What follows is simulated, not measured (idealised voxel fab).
A process module follows: voxel capacitor over wiring.
The cross-section shown here is cut; it is 200 nm wide and divided into square cells measuring 5 nm on a side.
Format of a cross-section: grid, square cells. Given as bands. Order: top down. Band: one or more rows of cells. What a band's entry tells you: where the top is and where the bottom is, as heights in nm, and after that what lies inside, material by material from left to right, each with its width in nm. Empty space is written as the word "blank", and a single material marked with the word "throughout" occupies the band from edge to edge. Below 0: as-received wafer, all one material; heights counted from there. Lowest band: no bottom, goes on down, written "0 down". Think of "30 to 40" as a width that walks from the first number to the second as you go down the band, top row to bottom row, taking equal-sized steps from row to row. "identical to before" means the step left every cell of the cross-section as it was. Voids not open to the top, 8 cells minimum: see "Sealed voids". Written width x height at distance; distance is from the left edge; nm. Whatever follows a step's settings on its line is a remark the simulator itself makes about that step. "overlay nm", when on a step's line for a step with a mask, measures how far to the right of its planned place the mask lay; a negative measure means to the left.

**List of planned process steps**
1. RECEIVE (material Si)
2. CONFORMAL_DEP (material SiO2; thk nm 15)
3. DIRECTIONAL_DEP (material TiN; thk nm 5)
4. DIRECTIONAL_DEP (material Ru; thk nm 20)
5. DIRECTIONAL_DEP (material aC; thk nm 10)
6. PATTERN (tone cover; mask id METAL_1; material resist; width nm 30; pitch nm 100; thk nm 25; overlay nm 0)
7. DIRECTIONAL_ETCH (etch materials aC; depth nm 10)
8. STRIP (etch materials resist)
9. DIRECTIONAL_ETCH (etch materials Ru; depth nm 20)
10. DIRECTIONAL_ETCH (etch materials TiN; depth nm 5)
11. STRIP (etch materials aC)
12. FILL_DEP (material lowk; thk nm 10)
13. CMP (height nm 40)
14. CONFORMAL_DEP (material SiCN; thk nm 5)
15. DIRECTIONAL_DEP (material lowk; thk nm 15)
16. DIRECTIONAL_DEP (material aC; thk nm 15)
17. PATTERN (tone open; mask id PLUG_1; material resist; width nm 15; thk nm 35; overlay nm 0)
18. DIRECTIONAL_ETCH (etch materials aC; depth nm 15)
19. STRIP (etch materials resist)
20. DIRECTIONAL_ETCH (etch materials lowk; depth nm 15)
21. DIRECTIONAL_ETCH (etch materials SiCN; depth nm 5)
22. STRIP (etch materials aC)
23. EPI (material Ru; thk nm 10)
24. EPI (material Ru; thk nm 10)
25. DIRECTIONAL_DEP (material TiN; thk nm 10)
26. DIRECTIONAL_DEP (material Al2O3; thk nm 5)
27. DIRECTIONAL_DEP (material TiN; thk nm 5)
28. PATTERN (tone cover; mask id UPPER_PLATE; material resist; width nm 75; thk nm 15; overlay nm 0)
29. DIRECTIONAL_ETCH (etch materials TiN; depth nm 5)
30. DIRECTIONAL_ETCH (etch materials Al2O3; depth nm 5)
31. STRIP (etch materials resist)
32. DIRECTIONAL_DEP (material aC; thk nm 10)
33. PATTERN (tone cover; mask id LOWER_PLATE; material resist; width nm 85; thk nm 25; overlay nm 0)
34. DIRECTIONAL_ETCH (etch materials aC; depth nm 10)
35. STRIP (etch materials resist)
36. DIRECTIONAL_ETCH (etch materials TiN; depth nm 10)
37. STRIP (etch materials aC)
38. FILL_DEP (material SiO2; thk nm 15)
39. CMP (height nm 90)
40. DIRECTIONAL_DEP (material aC; thk nm 15)
41. PATTERN (tone open; mask id PLUG_2; material resist; width nm 15; thk nm 30; overlay nm 0)
42. DIRECTIONAL_ETCH (etch materials aC; depth nm 15)
43. STRIP (etch materials resist)
44. DIRECTIONAL_ETCH (etch materials SiO2; depth nm 10)
45. STRIP (etch materials aC)
46. CONFORMAL_DEP (material TiN; thk nm 5)
47. FILL_DEP (material Ru; thk nm 10)
48. CMP (height nm 90)
49. CONFORMAL_DEP (material SiCN; thk nm 5)

**Here's what the wafer looked like in cross-section when it arrived - that's after step 1**
    0 down: Si throughout
    Sealed voids: none

**Here's the wafer cut in cross-section after the module, started and planned just like above, except one thing was done wrong in the run**
    95 to 90: SiCN throughout
    90 to 85: SiO2: 60 / TiN: 5 / Ru: 5 / TiN: 5 / SiO2: 125
    85 to 80: SiO2: 60 / TiN: 15 / SiO2: 125
    80 to 75: SiO2 throughout
    75 to 70: SiO2: 50 / TiN: 75 / SiO2: 75
    70 to 60: SiO2: 45 / TiN: 85 / SiO2: 70
    60 to 45: lowk: 50 / Ru: 15 / lowk: 135
    45 to 40: SiCN: 50 / Ru: 15 / SiCN: 135
    40 to 20: lowk: 35 / Ru: 30 / lowk: 70 / Ru: 30 / lowk: 35
    20 to 15: lowk: 35 / TiN: 30 / lowk: 70 / TiN: 30 / lowk: 35
    15 to 0: SiO2 throughout
    0 down: Si throughout
    Sealed voids: none
Short version of what went wrong: step 26 of the plan never got run, it was skipped over
